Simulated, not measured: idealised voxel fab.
process module | voxel capacitor over wiring
cross-section cut | 260 nm wide | cells 5 nm
A cross-section is a grid of square cells, given in bands from the top down. A band is one or more rows of cells.
Each band's line starts with the height of the band's top and of its bottom, in nm. Then come its materials from left to right, each with its width in nm. One material with "throughout" fills the band from edge to edge. "air" is empty space.
Height 0 is the level under which the wafer as received is all one material. The lowest band goes on downwards, as in "0 down".
A width such as "30 to 40" changes by the same amount from each row of cells to the next, from the band's top row to its bottom row.
"no change" after a step means that no cell of the cross-section changed.
closed voids: empty space of 8 cells or more with no open way to the top, each as width x height at its distance from the left edge, in nm
after a step's settings: what the simulator itself notes on the step
overlay nm, on a step with a mask: how far to the right of its planned place the mask lay; to the left if negative
plan
1 op RECEIVE | material Si
2 op CONFORMAL_DEP | material SiO2 | thk nm 15
3 op DIRECTIONAL_DEP | material TiN | thk nm 5
4 op DIRECTIONAL_DEP | material W | thk nm 25
5 op DIRECTIONAL_DEP | material aC | thk nm 10
6 op PATTERN | tone cover | mask id METAL_1 | material resist | width nm 20 | pitch nm 85 | thk nm 25 | overlay nm 0
7 op DIRECTIONAL_ETCH | etch materials aC | depth nm 10
8 op STRIP | etch materials resist
9 op DIRECTIONAL_ETCH | etch materials W | depth nm 25
10 op DIRECTIONAL_ETCH | etch materials TiN | depth nm 5
11 op STRIP | etch materials aC
12 op CONFORMAL_DEP | material SiN | thk nm 5
13 op FILL_DEP | material SiO2 | thk nm 5
14 op CMP | height nm 45
15 op CONFORMAL_DEP | material SiCN | thk nm 5
16 op DIRECTIONAL_DEP | material lowk | thk nm 10
17 op MASKED_ETCH | tone open | mask id PLUG_1 | width nm 15 | etch materials lowk | depth nm 10 | overlay nm 0
18 op MASKED_ETCH | tone open | mask id PLUG_1 | width nm 15 | etch materials SiCN | depth nm 5 | overlay nm 0
19 op CONFORMAL_DEP | material TiN | thk nm 5
20 op FILL_DEP | material Cu | thk nm 10
21 op CMP | height nm 60
22 op DIRECTIONAL_DEP | material TiN | thk nm 10
23 op DIRECTIONAL_DEP | material HfO2 | thk nm 5
24 op DIRECTIONAL_DEP | material TiN | thk nm 5
25 op DIRECTIONAL_DEP | material aC | thk nm 15
26 op PATTERN | tone cover | mask id UPPER_PLATE | material resist | width nm 70 | thk nm 35 | overlay nm 0
27 op DIRECTIONAL_ETCH | etch materials aC | depth nm 15
28 op STRIP | etch materials resist
29 op DIRECTIONAL_ETCH | etch materials TiN | depth nm 5
30 op DIRECTIONAL_ETCH | etch materials HfO2 | depth nm 5
31 op STRIP | etch materials aC
32 op MASKED_ETCH | tone cover | mask id LOWER_PLATE | width nm 80 | etch materials TiN | depth nm 10 | overlay nm 0
33 op FILL_DEP | material SiO2 | thk nm 20
34 op CMP | height nm 95
35 op PATTERN | tone open | mask id PLUG_2 | material resist | width nm 15 | thk nm 15 | overlay nm 0
36 op DIRECTIONAL_ETCH | etch materials SiO2 | depth nm 15
37 op STRIP | etch materials resist
38 op CONFORMAL_DEP | material TiN | thk nm 5
39 op FILL_DEP | material Cu | thk nm 5
40 op CMP | height nm 95
41 op CONFORMAL_DEP | material SiN | thk nm 5
first wafer, as planned
as received, after step 1
  0 down: Si throughout
  closed voids: none
after step 2
  15 to 0: SiO2 throughout
  below 0: unchanged
after step 3
  20 to 15: TiN throughout
  below 15: unchanged
after step 4
  45 to 20: W throughout
  below 20: unchanged
after step 5
  55 to 45: aC throughout
  below 45: unchanged
after step 6
  80 to 55: air 75 | resist 20 | air 65 | resist 20 | air 80
  below 55: unchanged
after step 7
  70 to 55: air 75 | resist 20 | air 65 | resist 20 | air 80
  55 to 45: air 75 | aC 20 | air 65 | aC 20 | air 80
  below 45: unchanged
after step 8
  55 to 45: air 75 | aC 20 | air 65 | aC 20 | air 80
  below 45: unchanged
after step 9
  55 to 45: air 75 | aC 20 | air 65 | aC 20 | air 80
  45 to 20: air 75 | W 20 | air 65 | W 20 | air 80
  below 20: unchanged
after step 10
  55 to 45: air 75 | aC 20 | air 65 | aC 20 | air 80
  45 to 20: air 75 | W 20 | air 65 | W 20 | air 80
  20 to 15: air 75 | TiN 20 | air 65 | TiN 20 | air 80
  below 15: unchanged
after step 11
  45 to 20: air 75 | W 20 | air 65 | W 20 | air 80
  below 20: unchanged
after step 12
  50 to 45: air 70 | SiN 30 | air 55 | SiN 30 | air 75
  45 to 20: air 70 | SiN 5 | W 20 | SiN 5 | air 55 | SiN 5 | W 20 | SiN 5 | air 75
  20 to 15: SiN 75 | TiN 20 | SiN 65 | TiN 20 | SiN 80
  below 15: unchanged
after step 13
  55 to 50: SiO2 throughout
  50 to 45: SiO2 70 | SiN 30 | SiO2 55 | SiN 30 | SiO2 75
  45 to 20: SiO2 70 | SiN 5 | W 20 | SiN 5 | SiO2 55 | SiN 5 | W 20 | SiN 5 | SiO2 75
  below 20: unchanged
after step 14
  45 to 20: SiO2 70 | SiN 5 | W 20 | SiN 5 | SiO2 55 | SiN 5 | W 20 | SiN 5 | SiO2 75
  below 20: unchanged
after step 15
  50 to 45: SiCN throughout
  below 45: unchanged
after step 16
  60 to 50: lowk throughout
  below 50: unchanged
after step 17
  60 to 50: lowk 80 | air 15 | lowk 165
  below 50: unchanged
after step 18
  60 to 50: lowk 80 | air 15 | lowk 165
  50 to 45: SiCN 80 | air 15 | SiCN 165
  below 45: unchanged
after step 19
  65 to 60: TiN 85 | air 5 | TiN 170
  60 to 50: lowk 80 | TiN 5 | air 5 | TiN 5 | lowk 165
  50 to 45: SiCN 80 | TiN 15 | SiCN 165
  below 45: unchanged
after step 20
  75 to 65: Cu throughout
  65 to 60: TiN 85 | Cu 5 | TiN 170
  60 to 50: lowk 80 | TiN 5 | Cu 5 | TiN 5 | lowk 165
  below 50: unchanged
after step 21
  60 to 50: lowk 80 | TiN 5 | Cu 5 | TiN 5 | lowk 165
  below 50: unchanged
after step 22
  70 to 60: TiN throughout
  below 60: unchanged
after step 23
  75 to 70: HfO2 throughout
  below 70: unchanged
after step 24
  80 to 75: TiN throughout
  below 75: unchanged
after step 25
  95 to 80: aC throughout
  below 80: unchanged
after step 26
  130 to 95: air 80 | resist 70 | air 110
  below 95: unchanged
after step 27
  115 to 95: air 80 | resist 70 | air 110
  95 to 80: air 80 | aC 70 | air 110
  below 80: unchanged
after step 28
  95 to 80: air 80 | aC 70 | air 110
  below 80: unchanged
after step 29
  95 to 80: air 80 | aC 70 | air 110
  80 to 75: air 80 | TiN 70 | air 110
  below 75: unchanged
after step 30
  95 to 80: air 80 | aC 70 | air 110
  80 to 75: air 80 | TiN 70 | air 110
  75 to 70: air 80 | HfO2 70 | air 110
  below 70: unchanged
after step 31
  80 to 75: air 80 | TiN 70 | air 110
  below 75: unchanged
after step 32
  80 to 75: air 80 | TiN 70 | air 110
  75 to 70: air 80 | HfO2 70 | air 110
  70 to 60: air 75 | TiN 80 | air 105
  below 60: unchanged
after step 33
  100 to 80: SiO2 throughout
  80 to 75: SiO2 80 | TiN 70 | SiO2 110
  75 to 70: SiO2 80 | HfO2 70 | SiO2 110
  70 to 60: SiO2 75 | TiN 80 | SiO2 105
  below 60: unchanged
after step 34
  95 to 80: SiO2 throughout
  below 80: unchanged
after step 35
  110 to 95: resist 90 | air 15 | resist 155
  below 95: unchanged
after step 36
  110 to 95: resist 90 | air 15 | resist 155
  95 to 80: SiO2 90 | air 15 | SiO2 155
  below 80: unchanged
after step 37
  95 to 80: SiO2 90 | air 15 | SiO2 155
  below 80: unchanged
after step 38
  100 to 95: TiN 95 | air 5 | TiN 160
  95 to 85: SiO2 90 | TiN 5 | air 5 | TiN 5 | SiO2 155
  85 to 75: SiO2 90 to 80 | TiN 15 to 70 | SiO2 155 to 110
  below 75: unchanged
after step 39
  105 to 100: Cu throughout
  100 to 95: TiN 95 | Cu 5 | TiN 160
  95 to 85: SiO2 90 | TiN 5 | Cu 5 | TiN 5 | SiO2 155
  below 85: unchanged
after step 40
  95 to 85: SiO2 90 | TiN 5 | Cu 5 | TiN 5 | SiO2 155
  below 85: unchanged
after step 41
  100 to 95: SiN throughout
  below 95: unchanged
second wafer: like start, like plan, one mistake. Through step 1 it matches the first wafer
when step 2 should have ended
  30 to 0: SiO2 throughout
  below 0: unchanged
when step 3 should have ended
  35 to 30: TiN throughout
  below 30: unchanged
when step 4 should have ended
  60 to 35: W throughout
  below 35: unchanged
when step 5 should have ended
  70 to 60: aC throughout
  below 60: unchanged
when step 6 should have ended
  95 to 70: air 75 | resist 20 | air 65 | resist 20 | air 80
  below 70: unchanged
when step 7 should have ended
  85 to 70: air 75 | resist 20 | air 65 | resist 20 | air 80
  70 to 60: air 75 | aC 20 | air 65 | aC 20 | air 80
  below 60: unchanged
when step 8 should have ended
  70 to 60: air 75 | aC 20 | air 65 | aC 20 | air 80
  below 60: unchanged
when step 9 should have ended
  70 to 60: air 75 | aC 20 | air 65 | aC 20 | air 80
  60 to 35: air 75 | W 20 | air 65 | W 20 | air 80
  below 35: unchanged
when step 10 should have ended
  70 to 60: air 75 | aC 20 | air 65 | aC 20 | air 80
  60 to 35: air 75 | W 20 | air 65 | W 20 | air 80
  35 to 30: air 75 | TiN 20 | air 65 | TiN 20 | air 80
  below 30: unchanged
when step 11 should have ended
  60 to 35: air 75 | W 20 | air 65 | W 20 | air 80
  below 35: unchanged
when step 12 should have ended
  65 to 60: air 70 | SiN 30 | air 55 | SiN 30 | air 75
  60 to 35: air 70 | SiN 5 | W 20 | SiN 5 | air 55 | SiN 5 | W 20 | SiN 5 | air 75
  35 to 30: SiN 75 | TiN 20 | SiN 65 | TiN 20 | SiN 80
  below 30: unchanged
when step 13 should have ended
  70 to 65: SiO2 throughout
  65 to 60: SiO2 70 | SiN 30 | SiO2 55 | SiN 30 | SiO2 75
  60 to 35: SiO2 70 | SiN 5 | W 20 | SiN 5 | SiO2 55 | SiN 5 | W 20 | SiN 5 | SiO2 75
  below 35: unchanged
when step 14 should have ended
  45 to 35: SiO2 70 | SiN 5 | W 20 | SiN 5 | SiO2 55 | SiN 5 | W 20 | SiN 5 | SiO2 75
  below 35: unchanged
when step 15 should have ended
  50 to 45: SiCN throughout
  below 45: unchanged
when step 16 should have ended
  60 to 50: lowk throughout
  below 50: unchanged
when step 17 should have ended
  60 to 50: lowk 80 | air 15 | lowk 165
  below 50: unchanged
when step 18 should have ended
  60 to 50: lowk 80 | air 15 | lowk 165
  50 to 45: SiCN 80 | air 15 | SiCN 165
  below 45: unchanged
when step 19 should have ended
  65 to 60: TiN 85 | air 5 | TiN 170
  60 to 50: lowk 80 | TiN 5 | air 5 | TiN 5 | lowk 165
  50 to 45: SiCN 80 | TiN 15 | SiCN 165
  below 45: unchanged
when step 20 should have ended
  75 to 65: Cu throughout
  65 to 60: TiN 85 | Cu 5 | TiN 170
  60 to 50: lowk 80 | TiN 5 | Cu 5 | TiN 5 | lowk 165
  below 50: unchanged
when step 21 should have ended
  60 to 50: lowk 80 | TiN 5 | Cu 5 | TiN 5 | lowk 165
  below 50: unchanged
when step 22 should have ended
  70 to 60: TiN throughout
  below 60: unchanged
when step 23 should have ended
  75 to 70: HfO2 throughout
  below 70: unchanged
when step 24 should have ended
  80 to 75: TiN throughout
  below 75: unchanged
when step 25 should have ended
  95 to 80: aC throughout
  below 80: unchanged
when step 26 should have ended
  130 to 95: air 80 | resist 70 | air 110
  below 95: unchanged
when step 27 should have ended
  115 to 95: air 80 | resist 70 | air 110
  95 to 80: air 80 | aC 70 | air 110
  below 80: unchanged
when step 28 should have ended
  95 to 80: air 80 | aC 70 | air 110
  below 80: unchanged
when step 29 should have ended
  95 to 80: air 80 | aC 70 | air 110
  80 to 75: air 80 | TiN 70 | air 110
  below 75: unchanged
when step 30 should have ended
  95 to 80: air 80 | aC 70 | air 110
  80 to 75: air 80 | TiN 70 | air 110
  75 to 70: air 80 | HfO2 70 | air 110
  below 70: unchanged
when step 31 should have ended
  80 to 75: air 80 | TiN 70 | air 110
  below 75: unchanged
when step 32 should have ended
  80 to 75: air 80 | TiN 70 | air 110
  75 to 70: air 80 | HfO2 70 | air 110
  70 to 60: air 75 | TiN 80 | air 105
  below 60: unchanged
when step 33 should have ended
  100 to 80: SiO2 throughout
  80 to 75: SiO2 80 | TiN 70 | SiO2 110
  75 to 70: SiO2 80 | HfO2 70 | SiO2 110
  70 to 60: SiO2 75 | TiN 80 | SiO2 105
  below 60: unchanged
when step 34 should have ended
  95 to 80: SiO2 throughout
  below 80: unchanged
when step 35 should have ended
  110 to 95: resist 90 | air 15 | resist 155
  below 95: unchanged
when step 36 should have ended
  110 to 95: resist 90 | air 15 | resist 155
  95 to 80: SiO2 90 | air 15 | SiO2 155
  below 80: unchanged
when step 37 should have ended
  95 to 80: SiO2 90 | air 15 | SiO2 155
  below 80: unchanged
when step 38 should have ended
  100 to 95: TiN 95 | air 5 | TiN 160
  95 to 85: SiO2 90 | TiN 5 | air 5 | TiN 5 | SiO2 155
  85 to 75: SiO2 90 to 80 | TiN 15 to 70 | SiO2 155 to 110
  below 75: unchanged
when step 39 should have ended
  105 to 100: Cu throughout
  100 to 95: TiN 95 | Cu 5 | TiN 160
  95 to 85: SiO2 90 | TiN 5 | Cu 5 | TiN 5 | SiO2 155
  below 85: unchanged
when step 40 should have ended
  95 to 85: SiO2 90 | TiN 5 | Cu 5 | TiN 5 | SiO2 155
  below 85: unchanged
when step 41 should have ended
  100 to 95: SiN throughout
  below 95: unchanged
what went wrong: step 2 was run twice
at the end the second wafer has, in cells: 12 fewer of SiN | 36 more of SiO2 | 24 fewer of W
